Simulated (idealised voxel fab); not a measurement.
Process module in this document: voxel ribs on slabs
Pictured: cross-section cut, 295 nm wide, on a grid of 5 nm square cells.
We lay out every cross-section as a grid of square cells and spell it out in bands from the top down, where one band means one or more rows of cells.
What a band's entry tells you: where the top is and where the bottom is, as heights in nm, and after that what lies inside, material by material from left to right, each with its width in nm. Empty space is written as the word "blank", and a single material marked with the word "edge to edge" occupies the band from edge to edge.
A quick word on heights: they are counted from 0, and under that level the wafer as it came to us is one material throughout. The lowest band is different from the rest in having no bottom; it simply continues downward, written as in "from 0 down".
You'd read "30 to 40" like this: the band's top row of cells is as wide as the first number, its bottom row is as wide as the second, and going down, every row changes width by the same amount as the row before did.
Given "nothing changed" for a step, no cell of the cross-section differs between before and after that step.
Listed in "Voids lacking openings": every empty space of 8 or more cells without an open way to the top. Form: width x height at distance, the distance being from the left edge, all in nm.
If you see something after the settings on a step's line, that's the simulator's own remark about that step.
The line of a step may include "overlay nm". On a step with a mask, this value is how far to the right of its planned place the mask lay. A negative value means the mask lay to the left.
List of planned process steps:
1 RECEIVE (material Si)
2 DIRECTIONAL_DEP (material SiO2; thk nm 20)
3 DIRECTIONAL_DEP (material SiN; thk nm 25)
4 MASKED_ETCH (tone cover; mask id RIB; width nm 30; etch materials SiN; depth nm 5; overlay nm 0)
5 PATTERN (tone cover; mask id SLAB; material resist; width nm 60; thk nm 20; overlay nm 0)
6 DIRECTIONAL_ETCH (etch materials SiN; depth nm 20)
7 STRIP (etch materials resist)
8 FILL_DEP (material SiO2; thk nm 25)
9 CMP (height nm 65)
10 DIRECTIONAL_DEP (material W; thk nm 5)
11 DIRECTIONAL_DEP (material aC; thk nm 10)
12 PATTERN (tone cover; mask id HEATER; material resist; width nm 40; thk nm 30; overlay nm 0)
13 DIRECTIONAL_ETCH (etch materials aC; depth nm 10)
14 STRIP (etch materials resist)
15 DIRECTIONAL_ETCH (etch materials W; depth nm 5)
16 STRIP (etch materials aC)
17 CONFORMAL_DEP (material SiO2; thk nm 5)
The first of a set of two wafers, run to plan:
Wafer cross-section on receipt, i.e. after step 1:
- from 0 down = Si edge to edge
- Voids lacking openings: none
After step 2: wafer cross-section:
- from 20 to 0 = SiO2 edge to edge
- Unchanged below 0.
After step 3: wafer cross-section:
- from 45 to 20 = SiN edge to edge
- Unchanged below 20.
After step 4: wafer cross-section:
- from 45 to 40 = blank (130)  SiN (30)  blank (135)
- Unchanged below 40.
After step 5: wafer cross-section:
- from 65 to 45 = blank (115)  resist (60)  blank (120)
- from 45 to 40 = blank (115)  resist (15)  SiN (30)  resist (15)  blank (120)
- Unchanged below 40.
After step 6: wafer cross-section:
- from 65 to 45 = blank (115)  resist (60)  blank (120)
- from 45 to 40 = blank (115)  resist (15)  SiN (30)  resist (15)  blank (120)
- from 40 to 20 = blank (115)  SiN (60)  blank (120)
- Unchanged below 20.
After step 7: wafer cross-section:
- from 45 to 40 = blank (130)  SiN (30)  blank (135)
- Unchanged below 40.
After step 8: wafer cross-section:
- from 70 to 45 = SiO2 edge to edge
- from 45 to 40 = SiO2 (130)  SiN (30)  SiO2 (135)
- from 40 to 20 = SiO2 (115)  SiN (60)  SiO2 (120)
- Unchanged below 20.
After step 9: wafer cross-section:
- from 65 to 45 = SiO2 edge to edge
- Unchanged below 45.
After step 10: wafer cross-section:
- from 70 to 65 = W edge to edge
- Unchanged below 65.
After step 11: wafer cross-section:
- from 80 to 70 = aC edge to edge
- Unchanged below 70.
After step 12: wafer cross-section:
- from 110 to 80 = blank (125)  resist (40)  blank (130)
- Unchanged below 80.
After step 13: wafer cross-section:
- from 100 to 80 = blank (125)  resist (40)  blank (130)
- from 80 to 70 = blank (125)  aC (40)  blank (130)
- Unchanged below 70.
After step 14: wafer cross-section:
- from 80 to 70 = blank (125)  aC (40)  blank (130)
- Unchanged below 70.
After step 15: wafer cross-section:
- from 80 to 70 = blank (125)  aC (40)  blank (130)
- from 70 to 65 = blank (125)  W (40)  blank (130)
- Unchanged below 65.
After step 16: wafer cross-section:
- from 70 to 65 = blank (125)  W (40)  blank (130)
- Unchanged below 65.
After step 17: wafer cross-section:
- from 75 to 70 = blank (120)  SiO2 (50)  blank (125)
- from 70 to 65 = SiO2 (125)  W (40)  SiO2 (130)
- Unchanged below 65.
It is to be noted that the second wafer proceeded from the same initial state and according to the same plan as the first, although one mistake was committed in its execution; through step 2, inclusive, the two wafers share an identical history:
Second wafer at the planned finish of step 3, seen in cross-section:
- from 70 to 20 = SiN edge to edge
- Unchanged below 20.
Second wafer at the planned finish of step 4, seen in cross-section:
- from 70 to 65 = blank (130)  SiN (30)  blank (135)
- Unchanged below 65.
Second wafer at the planned finish of step 5, seen in cross-section:
- from 90 to 70 = blank (115)  resist (60)  blank (120)
- from 70 to 65 = blank (115)  resist (15)  SiN (30)  resist (15)  blank (120)
- Unchanged below 65.
Second wafer at the planned finish of step 6, seen in cross-section:
- from 90 to 70 = blank (115)  resist (60)  blank (120)
- from 70 to 65 = blank (115)  resist (15)  SiN (30)  resist (15)  blank (120)
- from 65 to 45 = blank (115)  SiN (60)  blank (120)
- Unchanged below 45.
Second wafer at the planned finish of step 7, seen in cross-section:
- from 70 to 65 = blank (130)  SiN (30)  blank (135)
- Unchanged below 65.
Second wafer at the planned finish of step 8, seen in cross-section:
- from 95 to 70 = SiO2 edge to edge
- from 70 to 65 = SiO2 (130)  SiN (30)  SiO2 (135)
- from 65 to 45 = SiO2 (115)  SiN (60)  SiO2 (120)
- Unchanged below 45.
Second wafer at the planned finish of step 9, seen in cross-section:
- from 65 to 45 = SiO2 (115)  SiN (60)  SiO2 (120)
- Unchanged below 45.
Second wafer at the planned finish of step 10, seen in cross-section:
- from 70 to 65 = W edge to edge
- Unchanged below 65.
Second wafer at the planned finish of step 11, seen in cross-section:
- from 80 to 70 = aC edge to edge
- Unchanged below 70.
Second wafer at the planned finish of step 12, seen in cross-section:
- from 110 to 80 = blank (125)  resist (40)  blank (130)
- Unchanged below 80.
Second wafer at the planned finish of step 13, seen in cross-section:
- from 100 to 80 = blank (125)  resist (40)  blank (130)
- from 80 to 70 = blank (125)  aC (40)  blank (130)
- Unchanged below 70.
Second wafer at the planned finish of step 14, seen in cross-section:
- from 80 to 70 = blank (125)  aC (40)  blank (130)
- Unchanged below 70.
Second wafer at the planned finish of step 15, seen in cross-section:
- from 80 to 70 = blank (125)  aC (40)  blank (130)
- from 70 to 65 = blank (125)  W (40)  blank (130)
- Unchanged below 65.
Second wafer at the planned finish of step 16, seen in cross-section:
- from 70 to 65 = blank (125)  W (40)  blank (130)
- Unchanged below 65.
Second wafer at the planned finish of step 17, seen in cross-section:
- from 75 to 70 = blank (120)  SiO2 (50)  blank (125)
- from 70 to 65 = SiO2 (125)  W (40)  SiO2 (130)
- Unchanged below 65.
What broke from the plan during processing? twice, step 3 of the plan was run
It is noted that, at the conclusion of processing, the second wafer exhibits a higher or lower cell count for certain materials relative to the first: SiN +289; SiO2 -289
